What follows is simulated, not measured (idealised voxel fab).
voxel gate over fins: a process module
275 nm wide, 5 nm square cells: that's cross-section cut.
A cross-section in this document is a grid of square cells, and it is written down as bands, the top band listed before the ones below it; a band is made up of one or more rows of cells. Band: top height; bottom height; in nm. Then, left to right: material with width in nm, for each material. "all across": a single material spanning edge to edge. "air": empty space. Measure heights from 0. That's the level where, below it, the as-received wafer is all one material. The lowest band is bottomless and extends downward; write it as in "0 and below". Read "30 to 40" as a graded width: first number on top, second number at the bottom, same change between each pair of neighbouring rows. Take "nothing changed" at face value: in the step it is given for, the cross-section changed in none of its cells. You'll see "Unvented voids" listing empty spaces that have no way open to the top, as long as they're 8 cells or more; the notation is width x height at distance, where the distance is from the left edge, and all of it is in nm. What comes after the settings on a step's line is commentary from the simulator itself on that step. A step's line can hold "overlay nm"; with a mask on that step, the setting says how far right of the planned place the mask lay, while a negative setting says it lay to the left.

[Intended process steps]
1. RECEIVE,material Si
2. CONFORMAL_DEP,material SiN,thk nm 10
3. DIRECTIONAL_DEP,material aC,thk nm 15
4. PATTERN,tone cover,mask id FINS,material resist,width nm 15,pitch nm 60,thk nm 30,overlay nm 0
5. DIRECTIONAL_ETCH,etch materials aC,depth nm 15
6. STRIP,etch materials resist
7. DIRECTIONAL_ETCH,etch materials SiN,depth nm 10
8. DIRECTIONAL_ETCH,etch materials Si,depth nm 30
9. STRIP,etch materials aC
10. FILL_DEP,material SiO2,thk nm 10
11. CMP,height nm 10
12. DIRECTIONAL_DEP,material aC,thk nm 15
13. PATTERN,tone open,mask id RAIL,material resist,width nm 15,thk nm 35,overlay nm 0
14. DIRECTIONAL_ETCH,etch materials aC,depth nm 15
15. STRIP,etch materials resist
16. DIRECTIONAL_ETCH,etch materials SiO2,depth nm 35
17. STRIP,etch materials aC
18. CONFORMAL_DEP,material TiN,thk nm 5
19. FILL_DEP,material W,thk nm 10
20. CMP,height nm 10
21. SELECTIVE_ETCH,etch materials W Ru TiN,depth nm 25
22. FILL_DEP,material SiO2,thk nm 5
23. CMP,height nm 10
24. SELECTIVE_ETCH,etch materials SiO2,depth nm 20
25. STRIP,etch materials SiN
26. CONFORMAL_DEP,material HfO2,thk nm 5
27. CONFORMAL_DEP,material TiN,thk nm 5
28. CONFORMAL_DEP,material TiAl,thk nm 5
29. CONFORMAL_DEP,material TiN,thk nm 5
30. FILL_DEP,material W,thk nm 15
31. CMP,height nm 30
32. CONFORMAL_DEP,material SiN,thk nm 10

[Delivered wafer in cross-section: state after step 1]
    0 and below: Si all across
    Unvented voids: none

[Cross-sectional view of the first of the two wafers upon completion of the module, processed in accordance with the plan]
    40 down to 30: SiN all across
    30 down to 20: W all across
    20 down to 15: 80 W  55 TiN  5 W  55 TiN  80 W
    15 down to 10: 80 W  5 TiN  45 TiAl  5 TiN  5 W  5 TiN  45 TiAl  5 TiN  80 W
    10 down to 5: 85 TiN  5 TiAl  35 TiN  5 TiAl  15 TiN  5 TiAl  35 TiN  5 TiAl  85 TiN
    5 down to 0: 90 TiAl  5 TiN  25 HfO2  5 TiN  25 TiAl  5 TiN  25 HfO2  5 TiN  90 TiAl
    0 down to -5: 95 TiN  5 HfO2  15 Si  5 HfO2  35 TiN  5 HfO2  15 Si  5 HfO2  95 TiN
    -5 down to -10: 100 HfO2  15 Si  45 HfO2  15 Si  100 HfO2
    -10 down to -15: 100 SiO2  15 Si  45 SiO2  15 Si  100 SiO2
    -15 down to -20: 100 SiO2  15 Si  15 SiO2  5 TiN  5 W  5 TiN  15 SiO2  15 Si  100 SiO2
    -20 down to -25: 100 SiO2  15 Si  15 SiO2  15 TiN  15 SiO2  15 Si  100 SiO2
    -25 down to -30: 100 SiO2  15 Si  45 SiO2  15 Si  100 SiO2
    -30 and below: Si all across
    Unvented voids: none

[Cross-sectional image of the second wafer of the two following completion of the module. Starting state and process plan were the same as for the first wafer; one execution error occurred]
    40 down to 30: SiN all across
    30 down to 20: W all across
    20 down to 15: 80 W  55 TiN  5 W  55 TiN  80 W
    15 down to 10: 80 W  5 TiN  45 TiAl  5 TiN  5 W  5 TiN  45 TiAl  5 TiN  80 W
    10 down to 5: 80 W  5 TiN  5 TiAl  35 TiN  5 TiAl  5 TiN  5 W  5 TiN  5 TiAl  35 TiN  5 TiAl  5 TiN  80 W
    5 down to 0: 80 W  5 TiN  5 TiAl  5 TiN  25 HfO2  5 TiN  5 TiAl  15 TiN  5 TiAl  5 TiN  25 HfO2  5 TiN  5 TiAl  5 TiN  80 W
    0 down to -5: 80 W  5 TiN  5 TiAl  5 TiN  5 HfO2  15 Si  5 HfO2  5 TiN  25 TiAl  5 TiN  5 HfO2  15 Si  5 HfO2  5 TiN  5 TiAl  5 TiN  80 W
    -5 down to -10: 80 W  5 TiN  5 TiAl  5 TiN  5 HfO2  15 Si  5 HfO2  35 TiN  5 HfO2  15 Si  5 HfO2  5 TiN  5 TiAl  5 TiN  80 W
    -10 down to -15: 85 TiN  5 TiAl  5 TiN  5 HfO2  15 Si  5 HfO2  5 TiN  25 HfO2  5 TiN  5 HfO2  15 Si  5 HfO2  5 TiN  5 TiAl  85 TiN
    -15 down to -20: 90 TiAl  5 TiN  5 HfO2  15 Si  5 HfO2  5 TiN  5 HfO2  5 TiN  5 W  5 TiN  5 HfO2  5 TiN  5 HfO2  15 Si  5 HfO2  5 TiN  90 TiAl
    -20 down to -25: 95 TiN  5 HfO2  15 Si  5 HfO2  5 TiN  5 HfO2  15 TiN  5 HfO2  5 TiN  5 HfO2  15 Si  5 HfO2  95 TiN
    -25 down to -30: 100 HfO2  15 Si  20 HfO2  5 SiO2  20 HfO2  15 Si  100 HfO2
    -30 and below: Si all across
    Unvented voids: none
Error vs. plan: plan step 24 was conducted twice
Wrapping up, a cell-based count of both wafers puts the second over or under the first for these materials: 24 more of HfO2, 189 fewer of SiO2, 10 more of TiAl, 26 more of TiN, 129 more of W
